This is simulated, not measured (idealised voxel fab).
The process module presented herein is designated voxel capacitor over wiring.
Displayed cross-section: cut, width of 150 nm, square cells sized 5 nm.
Each cross-section below is a grid of square cells, stated as bands in top-down order, with one or more rows of cells making up each band.
Band: top height; bottom height; in nm. Then, left to right: material with width in nm, for each material. "everywhere": a single material spanning edge to edge. "air": empty space.
Heads up on the height convention: 0 is the point under which the incoming wafer is all one material, and the lowest band has no bottom, it just keeps going down, like "0 down".
The expression "30->40" gives the width at the extremes of the band, the first number at its top row of cells and the second at its bottom row, with the width changing by equal amounts from each row to the next in between.
"no change occurred", as given for a step, is the statement that not any cell of the cross-section underwent a change during that step.
If an empty space has no open way to the top and is at least 8 cells in size, "Closed void table" lists it, written width x height at distance, where distance is measured from the left edge and every value is in nm.
Where a step's line continues beyond its settings, the continuation is a remark by the simulator itself on that step.
Each step line may optionally specify "overlay nm", which for a step with a mask gives the rightward distance between the mask's planned place and where it lay, a negative value indicating the leftward direction.

Process steps foreseen in the plan:
1: RECEIVE | material Si
2: CONFORMAL_DEP | material SiO2 | thk nm 10
3: DIRECTIONAL_DEP | material TiN | thk nm 5
4: DIRECTIONAL_DEP | material W | thk nm 15
5: MASKED_ETCH | tone cover | mask id METAL_1 | width nm 30 | pitch nm 90 | etch materials W | depth nm 15 | overlay nm 0
6: MASKED_ETCH | tone cover | mask id METAL_1 | width nm 30 | pitch nm 90 | etch materials TiN | depth nm 5 | overlay nm 0
7: CONFORMAL_DEP | material SiCN | thk nm 5
8: FILL_DEP | material lowk | thk nm 5
9: CMP | height nm 30
10: CONFORMAL_DEP | material SiCN | thk nm 5
11: DIRECTIONAL_DEP | material lowk | thk nm 15
12: MASKED_ETCH | tone open | mask id PLUG_1 | width nm 15 | etch materials lowk | depth nm 15 | overlay nm 0
13: MASKED_ETCH | tone open | mask id PLUG_1 | width nm 15 | etch materials SiCN | depth nm 5 | overlay nm 0
14: EPI | material Ru | thk nm 10
15: EPI | material Ru | thk nm 10
16: DIRECTIONAL_DEP | material TiN | thk nm 10
17: DIRECTIONAL_DEP | material SiN | thk nm 5
18: DIRECTIONAL_DEP | material TiN | thk nm 10
19: DIRECTIONAL_DEP | material aC | thk nm 15
20: PATTERN | tone cover | mask id UPPER_PLATE | material resist | width nm 65 | thk nm 35 | overlay nm 0
21: DIRECTIONAL_ETCH | etch materials aC | depth nm 15
22: STRIP | etch materials resist
23: DIRECTIONAL_ETCH | etch materials TiN | depth nm 10
24: DIRECTIONAL_ETCH | etch materials SiN | depth nm 5
25: STRIP | etch materials aC
26: DIRECTIONAL_DEP | material aC | thk nm 15
27: PATTERN | tone cover | mask id LOWER_PLATE | material resist | width nm 75 | thk nm 35 | overlay nm 0
28: DIRECTIONAL_ETCH | etch materials aC | depth nm 15
29: STRIP | etch materials resist
30: DIRECTIONAL_ETCH | etch materials TiN | depth nm 10
31: STRIP | etch materials aC
32: FILL_DEP | material SiO2 | thk nm 15
33: CMP | height nm 85
34: PATTERN | tone open | mask id PLUG_2 | material resist | width nm 15 | thk nm 20 | overlay nm 0
35: DIRECTIONAL_ETCH | etch materials SiO2 | depth nm 10
36: STRIP | etch materials resist
37: CONFORMAL_DEP | material TiN | thk nm 5
38: FILL_DEP | material Cu | thk nm 10
39: CMP | height nm 85
40: CONFORMAL_DEP | material SiCN | thk nm 5

Cross-sectional view of the wafer in its as-received condition, corresponding to the state after step 1:
    0 down: Si everywhere
    Closed void table: none

First wafer of two, sectioned at end of module; run went per plan:
    90 to 85: SiCN everywhere
    85 to 80: SiO2 40 | TiN 5 | Cu 5 | TiN 5 | SiO2 95
    80 to 75: SiO2 40 | TiN 15 | SiO2 95
    75 to 65: SiO2 30 | TiN 65 | SiO2 55
    65 to 60: SiO2 30 | SiN 65 | SiO2 55
    60 to 50: SiO2 25 | TiN 75 | SiO2 50
    50 to 35: lowk 30 | Ru 15 | lowk 105
    35 to 30: SiCN 30 | Ru 15 | SiCN 105
    30 to 15: lowk 10 | SiCN 5 | W 30 | SiCN 5 | lowk 50 | SiCN 5 | W 30 | SiCN 5 | lowk 10
    15 to 10: SiCN 15 | TiN 30 | SiCN 60 | TiN 30 | SiCN 15
    10 to 0: SiO2 everywhere
    0 down: Si everywhere
    Closed void table: none

Second of two wafers, module complete, sectioned: it shares the first wafer's start and plan but was run with one mistake:
    90 to 85: SiCN everywhere
    85 to 75: SiO2 30 | TiN 65 | SiO2 55
    75 to 70: SiO2 30 | SiN 65 | SiO2 55
    70 to 60: Ru everywhere
    60 to 50: TiN 30 | Ru 15 | TiN 105
    50 to 40: lowk 30 | TiN 15 | lowk 105
    40 to 35: lowk 30 | Ru 15 | lowk 105
    35 to 30: SiCN 30 | Ru 15 | SiCN 105
    30 to 15: lowk 10 | SiCN 5 | W 30 | SiCN 5 | lowk 50 | SiCN 5 | W 30 | SiCN 5 | lowk 10
    15 to 10: SiCN 15 | TiN 30 | SiCN 60 | TiN 30 | SiCN 15
    10 to 0: SiO2 everywhere
    0 down: Si everywhere
    Closed void table: none
Here's what went sideways: the executed order of steps 15 and 16 is the reverse of that specified in the plan, each step having taken the other's position
Counted in cells at the end, the second wafer holds more or fewer of these materials than the first: Cu -1; Ru +60; SiO2 -84; TiN +25
